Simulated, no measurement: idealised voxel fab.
The document below concerns the process module designated voxel gate over fins.
The width of the displayed cross-section, cut, is 285 nm; its cells are square, with a size of 5 nm.
This document writes a cross-section as a grid whose cells are square, and gives it as bands, listed from the top down; one or more rows of cells form a band. Top, bottom (nm), then materials left to right with widths (nm); lone material tagged "full width" fills the whole band edge to edge; "air" = empty space. Heights are measured from 0, the level below which the as-received wafer is all one material; the lowest band has no bottom and continues downward, written as in "0 and below". Top row gets the first number, bottom row gets the second, and each row in between changes by the same step: that is how a band width like "30 to 40" works. Given "left unchanged" for a step, no cell of the cross-section differs between before and after that step. "Sealed void listing" enumerates empty spaces isolated from the top, with no open way to it, that contain at least 8 cells, giving each as width x height at distance from the left edge, all three in nm. Anything after a step's settings on that line? It's the simulator's own note about the step. Steps that use a mask can have "overlay nm" on their line. It says how far the mask sat to the right of where it was meant to be. Negative means to the left.
# Planned step list for the process
1) RECEIVE | material Si
2) CONFORMAL_DEP | material SiN | thk nm 10
3) MASKED_ETCH | tone cover | mask id FINS | width nm 15 | pitch nm 60 | etch materials SiN | depth nm 5 | overlay nm 0
4) MASKED_ETCH | tone cover | mask id FINS | width nm 15 | pitch nm 60 | etch materials Si | depth nm 35 | overlay nm 0
5) OXIDIZE | depth nm 5
6) FILL_DEP | material SiO2 | thk nm 10
7) CMP | height nm 10
8) PATTERN | tone open | mask id RAIL | material resist | width nm 15 | thk nm 20 | overlay nm 0
9) DIRECTIONAL_ETCH | etch materials SiO2 | depth nm 40
10) STRIP | etch materials resist
11) CONFORMAL_DEP | material TiN | thk nm 5
12) FILL_DEP | material W | thk nm 10
13) CMP | height nm 10
14) SELECTIVE_ETCH | etch materials W Ru TiN | depth nm 35
15) FILL_DEP | material SiO2 | thk nm 5
16) CMP | height nm 10
17) SELECTIVE_ETCH | etch materials SiO2 | depth nm 25
18) STRIP | etch materials SiN
19) CONFORMAL_DEP | material HfO2 | thk nm 5
20) CONFORMAL_DEP | material TiN | thk nm 5
21) CONFORMAL_DEP | material TiAl | thk nm 5
22) CONFORMAL_DEP | material TiN | thk nm 5
23) FILL_DEP | material W | thk nm 10
24) CMP | height nm 25
25) CONFORMAL_DEP | material SiCN | thk nm 10
Every wafer here starts from the same state; it is the step 3 depth nm that distinguishes them, and the value the plan gives belongs to the first wafer.
# After step 1, as received: first of several wafers, cross-section
* 0 and below | Si full width
* Sealed void listing: none
# Post step 25, the closing step of the module: first of several wafers, cross-sectioned
* 35 down to 25 | SiCN full width
* 25 down to 20 | W full width
* 20 down to 15 | TiN full width
* 15 down to 10 | TiAl full width
* 10 down to 5 | TiN full width
* 5 down to 0 | HfO2 full width
* 0 and below | Si full width
* Sealed void listing: none
# Last-wafer cross-section at the end of the module
* 35 down to 25 | SiCN full width
* 25 down to 20 | W full width
* 20 down to 15 | W: 90, then TiN: 45, then W: 15, then TiN: 45, then W: 90
* 15 down to 10 | W: 90, then TiN: 5, then TiAl: 35, then TiN: 5, then W: 15, then TiN: 5, then TiAl: 35, then TiN: 5, then W: 90
* 10 down to 5 | W: 90, then TiN: 5, then TiAl: 5, then TiN: 25, then TiAl: 5, then TiN: 5, then W: 15, then TiN: 5, then TiAl: 5, then TiN: 25, then TiAl: 5, then TiN: 5, then W: 90
* 5 down to 0 | TiN: 95, then TiAl: 5, then TiN: 5, then HfO2: 15, then TiN: 5, then TiAl: 5, then TiN: 25, then TiAl: 5, then TiN: 5, then HfO2: 15, then TiN: 5, then TiAl: 5, then TiN: 95
* 0 down to -5 | TiAl: 100, then TiN: 5, then HfO2: 5, then Si: 5, then HfO2: 5, then TiN: 5, then TiAl: 35, then TiN: 5, then HfO2: 5, then Si: 5, then HfO2: 5, then TiN: 5, then TiAl: 100
* -5 down to -10 | TiN: 105, then HfO2: 5, then Si: 5, then HfO2: 5, then TiN: 45, then HfO2: 5, then Si: 5, then HfO2: 5, then TiN: 105
* -10 down to -15 | HfO2: 110, then Si: 5, then HfO2: 55, then Si: 5, then HfO2: 110
* -15 down to -25 | SiO2: 110, then Si: 5, then SiO2: 55, then Si: 5, then SiO2: 110
* -25 down to -30 | SiO2: 110, then Si: 5, then SiO2: 20, then TiN: 15, then SiO2: 20, then Si: 5, then SiO2: 110
* -30 down to -40 | SiO2: 110, then Si: 5, then SiO2: 55, then Si: 5, then SiO2: 110
* -40 and below | Si full width
* Sealed void listing: none
# Row per wafer, end-of-module: cell gain (+)/loss (-) by material since the wafer came in, then closed voids
depth nm 5; +57 HfO2; +114 SiCN; +57 TiAl; +114 TiN; +57 W; Sealed void listing: none
depth nm 10; +69 HfO2; -440 Si; +114 SiCN; +272 SiO2; +69 TiAl; +141 TiN; +174 W; Sealed void listing: none
depth nm 15; +69 HfO2; -440 Si; +114 SiCN; +272 SiO2; +69 TiAl; +141 TiN; +174 W; Sealed void listing: none
depth nm 20; +69 HfO2; -440 Si; +114 SiCN; +272 SiO2; +69 TiAl; +141 TiN; +174 W; Sealed void listing: none
depth nm 25; +69 HfO2; -440 Si; +114 SiCN; +272 SiO2; +69 TiAl; +141 TiN; +174 W; Sealed void listing: none
